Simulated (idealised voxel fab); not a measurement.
Module name: voxel self aligned contacts (process module)
Section shown: cut. Width: 185 nm. Cell size: 5 nm, square.
Cross-section format: a grid of square cells, given as bands from top to bottom; each band is one or more rows of cells. The band entry comprises the height of the band's top followed by the height of its bottom, expressed in nm, and subsequently the band's materials from left to right, each stated together with its width in nm. Where a single material is marked with the word "everywhere", that material fills the band from edge to edge. The word "empty" represents empty space. Note: height 0 marks the level under which the wafer is uniformly one material as received. Lowest band unbounded below, written "0 nm and below". So if you see something like "30..40" for the width, read it as the top row of the band sitting at the first number and the bottom row at the second, with every row in between moving by the same amount as the last. The cross-section has no changed cell in any step marked "all unchanged". Empty spaces counting at least 8 cells and having no open way to the top are listed in "Closed internal cavities". The notation width x height at distance is used for each, the distance being from the left edge and all three values in nm. The remark found on a step's line after its settings is issued by the simulator itself and pertains to that step. The setting "overlay nm" may be written on the line of a step. When the step uses a mask, the value reports how far to the right of the planned place the mask lay, and a negative value reports that it lay to the left.
Process steps - plan
1) RECEIVE | material Si
2) CONFORMAL_DEP | material SiO2 | thk nm 5
3) DIRECTIONAL_DEP | material polySi | thk nm 25
4) DIRECTIONAL_DEP | material SiN | thk nm 20
5) MASKED_ETCH | tone cover | mask id GATE | width nm 25 | pitch nm 55 | etch materials SiN | depth nm 20 | overlay nm 0
6) MASKED_ETCH | tone cover | mask id GATE | width nm 25 | pitch nm 55 | etch materials polySi | depth nm 25 | overlay nm 0
7) CONFORMAL_DEP | material SiN | thk nm 5
8) DIRECTIONAL_ETCH | etch materials SiN | depth nm 5
9) FILL_DEP | material SiO2 | thk nm 15
10) CMP | height nm 60
11) DIRECTIONAL_DEP | material aC | thk nm 15
12) PATTERN | tone open | mask id CONTACT | material resist | width nm 40 | thk nm 35 | overlay nm 0
13) DIRECTIONAL_ETCH | etch materials aC | depth nm 15
14) STRIP | etch materials resist
15) DIRECTIONAL_ETCH | etch materials SiO2 | depth nm 60
16) STRIP | etch materials aC
17) CONFORMAL_DEP | material TiN | thk nm 5
18) FILL_DEP | material Ru | thk nm 10
19) CMP | height nm 60
20) CONFORMAL_DEP | material SiCN | thk nm 5
The first wafer of two, processed as planned
Cross-section of the incoming wafer, state after step 1
> 0 nm and below: Si everywhere
> Closed internal cavities: none
State of the wafer after step 2, shown in cross-section
> 5 nm to 0 nm: SiO2 everywhere
> Under the height 0 nothing was changed.
State of the wafer after step 3, shown in cross-section
> 30 nm to 5 nm: polySi everywhere
> Under the height 5 nothing was changed.
State of the wafer after step 4, shown in cross-section
> 50 nm to 30 nm: SiN everywhere
> Under the height 30 nothing was changed.
State of the wafer after step 5, shown in cross-section
> 50 nm to 30 nm: 50 of empty, then 25 of SiN, then 30 of empty, then 25 of SiN, then 55 of empty
> Under the height 30 nothing was changed.
State of the wafer after step 6, shown in cross-section
> 50 nm to 30 nm: 50 of empty, then 25 of SiN, then 30 of empty, then 25 of SiN, then 55 of empty
> 30 nm to 5 nm: 50 of empty, then 25 of polySi, then 30 of empty, then 25 of polySi, then 55 of empty
> Under the height 5 nothing was changed.
State of the wafer after step 7, shown in cross-section
> 55 nm to 30 nm: 45 of empty, then 35 of SiN, then 20 of empty, then 35 of SiN, then 50 of empty
> 30 nm to 10 nm: 45 of empty, then 5 of SiN, then 25 of polySi, then 5 of SiN, then 20 of empty, then 5 of SiN, then 25 of polySi, then 5 of SiN, then 50 of empty
> 10 nm to 5 nm: 50 of SiN, then 25 of polySi, then 30 of SiN, then 25 of polySi, then 55 of SiN
> Under the height 5 nothing was changed.
State of the wafer after step 8, shown in cross-section
> 50 nm to 30 nm: 45 of empty, then 35 of SiN, then 20 of empty, then 35 of SiN, then 50 of empty
> 30 nm to 5 nm: 45 of empty, then 5 of SiN, then 25 of polySi, then 5 of SiN, then 20 of empty, then 5 of SiN, then 25 of polySi, then 5 of SiN, then 50 of empty
> Under the height 5 nothing was changed.
State of the wafer after step 9, shown in cross-section
> 65 nm to 50 nm: SiO2 everywhere
> 50 nm to 30 nm: 45 of SiO2, then 35 of SiN, then 20 of SiO2, then 35 of SiN, then 50 of SiO2
> 30 nm to 5 nm: 45 of SiO2, then 5 of SiN, then 25 of polySi, then 5 of SiN, then 20 of SiO2, then 5 of SiN, then 25 of polySi, then 5 of SiN, then 50 of SiO2
> Under the height 5 nothing was changed.
State of the wafer after step 10, shown in cross-section
> 60 nm to 50 nm: SiO2 everywhere
> Under the height 50 nothing was changed.
State of the wafer after step 11, shown in cross-section
> 75 nm to 60 nm: aC everywhere
> Under the height 60 nothing was changed.
State of the wafer after step 12, shown in cross-section
> 110 nm to 75 nm: 70 of resist, then 40 of empty, then 75 of resist
> Under the height 75 nothing was changed.
State of the wafer after step 13, shown in cross-section
> 95 nm to 75 nm: 70 of resist, then 40 of empty, then 75 of resist
> 75 nm to 60 nm: 70 of aC, then 40 of empty, then 75 of aC
> Under the height 60 nothing was changed.
State of the wafer after step 14, shown in cross-section
> 75 nm to 60 nm: 70 of aC, then 40 of empty, then 75 of aC
> Under the height 60 nothing was changed.
State of the wafer after step 15, shown in cross-section
> 75 nm to 60 nm: 70 of aC, then 40 of empty, then 75 of aC
> 60 nm to 50 nm: 70 of SiO2, then 40 of empty, then 75 of SiO2
> 50 nm to 30 nm: 45 of SiO2, then 35 of SiN, then 20 of empty, then 35 of SiN, then 50 of SiO2
> 30 nm to 5 nm: 45 of SiO2, then 5 of SiN, then 25 of polySi, then 5 of SiN, then 20 of empty, then 5 of SiN, then 25 of polySi, then 5 of SiN, then 50 of SiO2
> 5 nm to 0 nm: 80 of SiO2, then 20 of empty, then 85 of SiO2
> Under the height 0 nothing was changed.
State of the wafer after step 16, shown in cross-section
> 60 nm to 50 nm: 70 of SiO2, then 40 of empty, then 75 of SiO2
> Under the height 50 nothing was changed.
State of the wafer after step 17, shown in cross-section
> 65 nm to 60 nm: 75 of TiN, then 30 of empty, then 80 of TiN
> 60 nm to 50 nm: 70 of SiO2, then 5..15 of TiN, then 30..10 of empty, then 5..15 of TiN, then 75 of SiO2
> 50 nm to 30 nm: 45 of SiO2, then 35 of SiN, then 5 of TiN, then 10 of empty, then 5 of TiN, then 35 of SiN, then 50 of SiO2
> 30 nm to 5 nm: 45 of SiO2, then 5 of SiN, then 25 of polySi, then 5 of SiN, then 5 of TiN, then 10 of empty, then 5 of TiN, then 5 of SiN, then 25 of polySi, then 5 of SiN, then 50 of SiO2
> 5 nm to 0 nm: 80 of SiO2, then 20 of TiN, then 85 of SiO2
> Under the height 0 nothing was changed.
State of the wafer after step 18, shown in cross-section
> 75 nm to 65 nm: Ru everywhere
> 65 nm to 60 nm: 75 of TiN, then 30 of Ru, then 80 of TiN
> 60 nm to 50 nm: 70 of SiO2, then 5..15 of TiN, then 30..10 of Ru, then 5..15 of TiN, then 75 of SiO2
> 50 nm to 30 nm: 45 of SiO2, then 35 of SiN, then 5 of TiN, then 10 of Ru, then 5 of TiN, then 35 of SiN, then 50 of SiO2
> 30 nm to 5 nm: 45 of SiO2, then 5 of SiN, then 25 of polySi, then 5 of SiN, then 5 of TiN, then 10 of Ru, then 5 of TiN, then 5 of SiN, then 25 of polySi, then 5 of SiN, then 50 of SiO2
> Under the height 5 nothing was changed.
State of the wafer after step 19, shown in cross-section
> 60 nm to 50 nm: 70 of SiO2, then 5..15 of TiN, then 30..10 of Ru, then 5..15 of TiN, then 75 of SiO2
> Under the height 50 nothing was changed.
State of the wafer after step 20, shown in cross-section
> 65 nm to 60 nm: SiCN everywhere
> Under the height 60 nothing was changed.
Wafer two. Same start, same plan, one slip in execution. Same as wafer one through step 4, inclusive
Planned end of step 5: second wafer, cross-section
> 50 nm to 30 nm: 50 of SiN, then 25 of empty, then 30 of SiN, then 25 of empty, then 55 of SiN
> Under the height 30 nothing was changed.
Planned end of step 6: second wafer, cross-section: all unchanged
Planned end of step 7: second wafer, cross-section
> 55 nm to 35 nm: 55 of SiN, then 15 of empty, then 40 of SiN, then 15 of empty, then 60 of SiN
> 35 nm to 30 nm: SiN everywhere
> Under the height 30 nothing was changed.
Planned end of step 8: second wafer, cross-section
> 50 nm to 30 nm: 55 of SiN, then 15 of empty, then 40 of SiN, then 15 of empty, then 60 of SiN
> Under the height 30 nothing was changed.
Planned end of step 9: second wafer, cross-section
> 65 nm to 50 nm: SiO2 everywhere
> 50 nm to 30 nm: 55 of SiN, then 15 of SiO2, then 40 of SiN, then 15 of SiO2, then 60 of SiN
> Under the height 30 nothing was changed.
Planned end of step 10: second wafer, cross-section
> 60 nm to 50 nm: SiO2 everywhere
> Under the height 50 nothing was changed.
Planned end of step 11: second wafer, cross-section
> 75 nm to 60 nm: aC everywhere
> Under the height 60 nothing was changed.
Planned end of step 12: second wafer, cross-section
> 110 nm to 75 nm: 70 of resist, then 40 of empty, then 75 of resist
> Under the height 75 nothing was changed.
Planned end of step 13: second wafer, cross-section
> 95 nm to 75 nm: 70 of resist, then 40 of empty, then 75 of resist
> 75 nm to 60 nm: 70 of aC, then 40 of empty, then 75 of aC
> Under the height 60 nothing was changed.
Planned end of step 14: second wafer, cross-section
> 75 nm to 60 nm: 70 of aC, then 40 of empty, then 75 of aC
> Under the height 60 nothing was changed.
Planned end of step 15: second wafer, cross-section
> 75 nm to 60 nm: 70 of aC, then 40 of empty, then 75 of aC
> 60 nm to 50 nm: 70 of SiO2, then 40 of empty, then 75 of SiO2
> Under the height 50 nothing was changed.
Planned end of step 16: second wafer, cross-section
> 60 nm to 50 nm: 70 of SiO2, then 40 of empty, then 75 of SiO2
> Under the height 50 nothing was changed.
Planned end of step 17: second wafer, cross-section
> 65 nm to 60 nm: 75 of TiN, then 30 of empty, then 80 of TiN
> 60 nm to 55 nm: 70 of SiO2, then 5 of TiN, then 30 of empty, then 5 of TiN, then 75 of SiO2
> 55 nm to 50 nm: 70 of SiO2, then 40 of TiN, then 75 of SiO2
> Under the height 50 nothing was changed.
Planned end of step 18: second wafer, cross-section
> 75 nm to 65 nm: Ru everywhere
> 65 nm to 60 nm: 75 of TiN, then 30 of Ru, then 80 of TiN
> 60 nm to 55 nm: 70 of SiO2, then 5 of TiN, then 30 of Ru, then 5 of TiN, then 75 of SiO2
> Under the height 55 nothing was changed.
Planned end of step 19: second wafer, cross-section
> 60 nm to 55 nm: 70 of SiO2, then 5 of TiN, then 30 of Ru, then 5 of TiN, then 75 of SiO2
> Under the height 55 nothing was changed.
Planned end of step 20: second wafer, cross-section
> 65 nm to 60 nm: SiCN everywhere
> Under the height 60 nothing was changed.
Deviation noted in wafer processing: step 5 off recipe, ran as MASKED_ETCH | tone open | mask id GATE | width nm 25 | pitch nm 55 | etch materials SiN | depth nm 20 | overlay nm 0
The second wafer ends with more or fewer cells of some materials than the first, per final count: Ru: 20 fewer, SiN: 48 more, SiO2: 143 fewer, TiN: 20 fewer, polySi: 135 more
